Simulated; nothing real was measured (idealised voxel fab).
process module | voxel self aligned vias
cross-section cut | 225 nm wide | cells 5 nm
A cross-section is a grid of square cells, given in bands from the top down. A band is one or more rows of cells.
Each band's line starts with the height of the band's top and of its bottom, in nm. Then come its materials from left to right, each with its width in nm. One material with "throughout" fills the band from edge to edge. "air" is empty space.
Height 0 is the level under which the wafer as received is all one material. The lowest band goes on downwards, as in "0 down".
A width such as "30 to 40" changes by the same amount from each row of cells to the next, from the band's top row to its bottom row.
"no change" after a step means that no cell of the cross-section changed.
closed voids: empty space of 8 cells or more with no open way to the top, each as width x height at its distance from the left edge, in nm
after a step's settings: what the simulator itself notes on the step
overlay nm, on a step with a mask: how far to the right of its planned place the mask lay; to the left if negative
plan
1 op RECEIVE | material Si
2 op CONFORMAL_DEP | material SiO2 | thk nm 10
3 op CONFORMAL_DEP | material SiCN | thk nm 5
4 op DIRECTIONAL_DEP | material lowk | thk nm 20
5 op PATTERN | tone open | mask id LINES | material resist | width nm 20 | pitch nm 60 | thk nm 15 | overlay nm 0
6 op DIRECTIONAL_ETCH | etch materials lowk | depth nm 20
7 op STRIP | etch materials resist
8 op CONFORMAL_DEP | material TiN | thk nm 5
9 op FILL_DEP | material W | thk nm 5
10 op CMP | height nm 35
11 op SELECTIVE_ETCH | etch materials W Ru TiN | depth nm 5
12 op FILL_DEP | material SiN | thk nm 10
13 op CMP | height nm 35
14 op DIRECTIONAL_DEP | material lowk | thk nm 15
15 op DIRECTIONAL_DEP | material aC | thk nm 15
16 op PATTERN | tone open | mask id VIAS | material resist | width nm 40 | pitch nm 60 | thk nm 30 | overlay nm 0
17 op DIRECTIONAL_ETCH | etch materials aC | depth nm 15
18 op STRIP | etch materials resist
19 op DIRECTIONAL_ETCH | etch materials lowk | depth nm 15
20 op DIRECTIONAL_ETCH | etch materials SiN | depth nm 5
21 op STRIP | etch materials aC
22 op CONFORMAL_DEP | material TiN | thk nm 5
23 op FILL_DEP | material Cu | thk nm 5
24 op CMP | height nm 50
25 op CONFORMAL_DEP | material SiN | thk nm 5
as received, after step 1
  0 down: Si throughout
  closed voids: none
first wafer at the end, as planned
  55 to 50: SiN throughout
  50 to 40: lowk 60 | TiN 5 | Cu 30 | TiN 5 | lowk 20 | TiN 5 | Cu 30 | TiN 5 | lowk 65
  40 to 35: lowk 60 | TiN 15 | Cu 10 | TiN 15 | lowk 20 | TiN 15 | Cu 10 | TiN 15 | lowk 65
  35 to 30: lowk 70 | TiN 20 | lowk 40 | TiN 20 | lowk 75
  30 to 20: lowk 70 | TiN 5 | W 10 | TiN 5 | lowk 40 | TiN 5 | W 10 | TiN 5 | lowk 75
  20 to 15: lowk 70 | TiN 20 | lowk 40 | TiN 20 | lowk 75
  15 to 10: SiCN throughout
  10 to 0: SiO2 throughout
  0 down: Si throughout
  closed voids: none
second wafer at the end: like start, like plan, one mistake
  55 to 50: SiN throughout
  50 to 35: lowk 60 | TiN 5 | Cu 30 | TiN 5 | lowk 20 | TiN 5 | Cu 30 | TiN 5 | lowk 65
  35 to 30: lowk 60 | TiN 40 | lowk 20 | TiN 40 | lowk 65
  30 to 20: lowk 60 | TiN 15 | W 10 | TiN 15 | lowk 20 | TiN 15 | W 10 | TiN 15 | lowk 65
  20 to 15: lowk 70 | TiN 20 | lowk 40 | TiN 20 | lowk 75
  15 to 10: SiCN throughout
  10 to 0: SiO2 throughout
  0 down: Si throughout
  closed voids: none
what went wrong: step 19 was run twice
at the end the second wafer has, in cells: 8 more of Cu | 16 more of TiN | 24 fewer of lowk
